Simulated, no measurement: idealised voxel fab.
Process module in this document: voxel double patterning
This is section cut - it's 245 nm across, gridded in 5 nm square cells.
Reading order for cross-sections: top band down to bottom band. Underlying form: a grid of square cells. Band size: one or more rows of cells. Top, bottom (nm), then materials left to right with widths (nm); lone material tagged "everywhere" fills the whole band edge to edge; "empty" = empty space. Height reference: 0 = level under which incoming wafer is all one material. Lowest band: no bottom, runs on downward, e.g. "0 -> down". Think of "30 to 40" as a width that walks from the first number to the second as you go down the band, top row to bottom row, taking equal-sized steps from row to row. When a step is marked "remains unaltered", none of the cells in the cross-section changed during that step. The list in "Tabulated closed voids" covers empty spaces of 8 cells or more that cannot reach the top through any open way, and it gives each as width x height at distance; the distance is from the left edge, and width, height and distance are in nm. It should be noted that, on the line of a given step, the content following the step's settings is a remark produced by the simulator itself with respect to that step. overlay nm: right-of-plan distance of the mask on a masked step; negative values mean left-of-plan.
**This section lists the process steps that were planned**
1,op RECEIVE | material Si
2,op CONFORMAL_DEP | material SiO2 | thk nm 10
3,op DIRECTIONAL_DEP | material W | thk nm 20
4,op DIRECTIONAL_DEP | material SiCN | thk nm 10
5,op MASKED_ETCH | tone open | mask id FIRST | width nm 15 | pitch nm 50 | etch materials SiCN | depth nm 10 | overlay nm 0
6,op MASKED_ETCH | tone open | mask id SECOND | width nm 15 | etch materials SiCN | depth nm 10 | overlay nm 0
7,op DIRECTIONAL_ETCH | etch materials W | depth nm 20
8,op STRIP | etch materials SiCN
**Wafer at receipt (post step 1), cross-section**
* 0 -> down  Si everywhere
* Tabulated closed voids: none
**The following cross-section depicts the wafer upon conclusion of the module. Processing commenced from the starting condition illustrated above and adhered to the plan illustrated above, save for one mistake in execution**
* 30 -> 10  empty (90), then W (15), then empty (35), then W (15), then empty (90)
* 10 -> 0  SiO2 everywhere
* 0 -> down  Si everywhere
* Tabulated closed voids: none
What went wrong in running the wafer? step 5 went in with a setting other than planned; the actual run was op MASKED_ETCH | tone cover | mask id FIRST | width nm 15 | pitch nm 50 | etch materials SiCN | depth nm 10 | overlay nm 0
